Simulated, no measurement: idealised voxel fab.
Process module, titled voxel wiring stack
Square cell edge 5 nm, section width 260 nm, ID cut.
A cross-section in this document is a grid of square cells, and it is written down as bands, the top band listed before the ones below it; a band is made up of one or more rows of cells. Each band's line starts with the height of the band's top and of its bottom, in nm. Then come its materials from left to right, each with its width in nm. One material with "everywhere" fills the band from edge to edge. "empty" is empty space. Heads up on the height convention: 0 is the point under which the incoming wafer is all one material, and the lowest band has no bottom, it just keeps going down, like "z 0 and below". Per-row width for "30..40": begins at first number (top row of band), ends at second number (bottom row), increment between rows held constant. When a step is marked "left unchanged", none of the cells in the cross-section changed during that step. Closed empty spaces (no open way to the top) of 8 cells or more are what "Enclosed void inventory" lists, each as width x height at distance from the left edge, nm for all three. If you see something after the settings on a step's line, that's the simulator's own remark about that step. "overlay nm" answers the question of how far to the right of plan the mask lay on a step that has a mask, and when it is negative the answer is to the left.

List of planned process steps:
- 1: RECEIVE, material Si
- 2: CONFORMAL_DEP, material SiO2, thk nm 15
- 3: DIRECTIONAL_DEP, material TiN, thk nm 5
- 4: DIRECTIONAL_DEP, material W, thk nm 15
- 5: DIRECTIONAL_DEP, material aC, thk nm 10
- 6: PATTERN, tone cover, mask id METAL_1, material resist, width nm 20, pitch nm 50, thk nm 25, overlay nm 0
- 7: DIRECTIONAL_ETCH, etch materials aC, depth nm 10
- 8: STRIP, etch materials resist
- 9: DIRECTIONAL_ETCH, etch materials W, depth nm 15
- 10: DIRECTIONAL_ETCH, etch materials TiN, depth nm 5
- 11: STRIP, etch materials aC
- 12: FILL_DEP, material SiO2, thk nm 5
- 13: CMP, height nm 35
- 14: CONFORMAL_DEP, material SiCN, thk nm 5
- 15: DIRECTIONAL_DEP, material SiO2, thk nm 20
- 16: PATTERN, tone open, mask id PLUG_1, material resist, width nm 15, pitch nm 50, thk nm 15, overlay nm -15
- 17: DIRECTIONAL_ETCH, etch materials SiO2, depth nm 20
- 18: DIRECTIONAL_ETCH, etch materials SiCN, depth nm 5
- 19: STRIP, etch materials resist
- 20: CONFORMAL_DEP, material TiN, thk nm 5
- 21: FILL_DEP, material Cu, thk nm 10
- 22: CMP, height nm 60
- 23: CONFORMAL_DEP, material SiN, thk nm 5
- 24: DIRECTIONAL_DEP, material lowk, thk nm 25
- 25: DIRECTIONAL_DEP, material aC, thk nm 15
- 26: PATTERN, tone open, mask id METAL_2, material resist, width nm 20, pitch nm 50, thk nm 35, overlay nm 0
- 27: DIRECTIONAL_ETCH, etch materials aC, depth nm 15
- 28: STRIP, etch materials resist
- 29: DIRECTIONAL_ETCH, etch materials lowk, depth nm 25
- 30: DIRECTIONAL_ETCH, etch materials SiN, depth nm 5
- 31: STRIP, etch materials aC
- 32: CONFORMAL_DEP, material TiN, thk nm 5
- 33: FILL_DEP, material W, thk nm 10
- 34: CMP, height nm 90
- 35: EPI, material Ru, thk nm 5
- 36: FILL_DEP, material SiCN, thk nm 5
- 37: DIRECTIONAL_DEP, material lowk, thk nm 35
- 38: DIRECTIONAL_DEP, material aC, thk nm 15
- 39: PATTERN, tone open, mask id METAL_3, material resist, width nm 20, pitch nm 50, thk nm 35, overlay nm 0
- 40: DIRECTIONAL_ETCH, etch materials aC, depth nm 15
- 41: STRIP, etch materials resist
- 42: DIRECTIONAL_ETCH, etch materials lowk, depth nm 20
- 43: STRIP, etch materials aC
- 44: DIRECTIONAL_DEP, material aC, thk nm 10
- 45: PATTERN, tone open, mask id METAL_3_HOLES, material resist, width nm 15, pitch nm 50, thk nm 30, overlay nm 0
- 46: DIRECTIONAL_ETCH, etch materials aC, depth nm 10
- 47: STRIP, etch materials resist
- 48: DIRECTIONAL_ETCH, etch materials lowk, depth nm 15
- 49: DIRECTIONAL_ETCH, etch materials SiCN, depth nm 5
- 50: STRIP, etch materials aC
- 51: CONFORMAL_DEP, material TiN, thk nm 5
- 52: FILL_DEP, material Ru, thk nm 10
- 53: CMP, height nm 135
- 54: CONFORMAL_DEP, material SiCN, thk nm 5
- 55: DIRECTIONAL_DEP, material lowk, thk nm 25
- 56: PATTERN, tone open, mask id METAL_4, material resist, width nm 20, pitch nm 50, thk nm 20, overlay nm 0
- 57: DIRECTIONAL_ETCH, etch materials lowk, depth nm 15
- 58: STRIP, etch materials resist
- 59: MASKED_ETCH, tone open, mask id METAL_4_HOLES, width nm 15, pitch nm 50, etch materials lowk, depth nm 10, overlay nm 0
- 60: MASKED_ETCH, tone open, mask id METAL_4_HOLES, width nm 15, pitch nm 50, etch materials SiCN, depth nm 5, overlay nm 0
- 61: CONFORMAL_DEP, material TiN, thk nm 5
- 62: FILL_DEP, material Cu, thk nm 10
- 63: CMP, height nm 165
- 64: CONFORMAL_DEP, material SiN, thk nm 5
Heads up: all these wafers start the same, and what changes between them is the overlay nm in step 16. The value you see in the plan is just what the first wafer got.

The first of several wafers in cross-section, exactly as it reached us after step 1:
    z 0 and below: Si everywhere
    Enclosed void inventory: none

Gained (+) or lost (-) cells of each material since receipt, then closed voids: one row per wafer, at the end of the module:
overlay nm -15, +33 Cu, +48 Ru, +163 SiCN, +92 SiN, +488 SiO2, +183 TiN, +66 W, +695 lowk, Enclosed void inventory: none
overlay nm -10, +33 Cu, +48 Ru, +163 SiCN, +92 SiN, +488 SiO2, +183 TiN, +66 W, +695 lowk, Enclosed void inventory: none
overlay nm -5, +33 Cu, +48 Ru, +163 SiCN, +92 SiN, +488 SiO2, +183 TiN, +66 W, +695 lowk, Enclosed void inventory: none
overlay nm 0, +33 Cu, +48 Ru, +163 SiCN, +92 SiN, +488 SiO2, +183 TiN, +66 W, +695 lowk, Enclosed void inventory: none
overlay nm 5, +33 Cu, +48 Ru, +163 SiCN, +92 SiN, +488 SiO2, +183 TiN, +66 W, +695 lowk, Enclosed void inventory: none
overlay nm 10, +33 Cu, +48 Ru, +163 SiCN, +92 SiN, +488 SiO2, +183 TiN, +66 W, +695 lowk, Enclosed void inventory: none
overlay nm 15, +33 Cu, +48 Ru, +163 SiCN, +92 SiN, +488 SiO2, +183 TiN, +66 W, +695 lowk, Enclosed void inventory: none
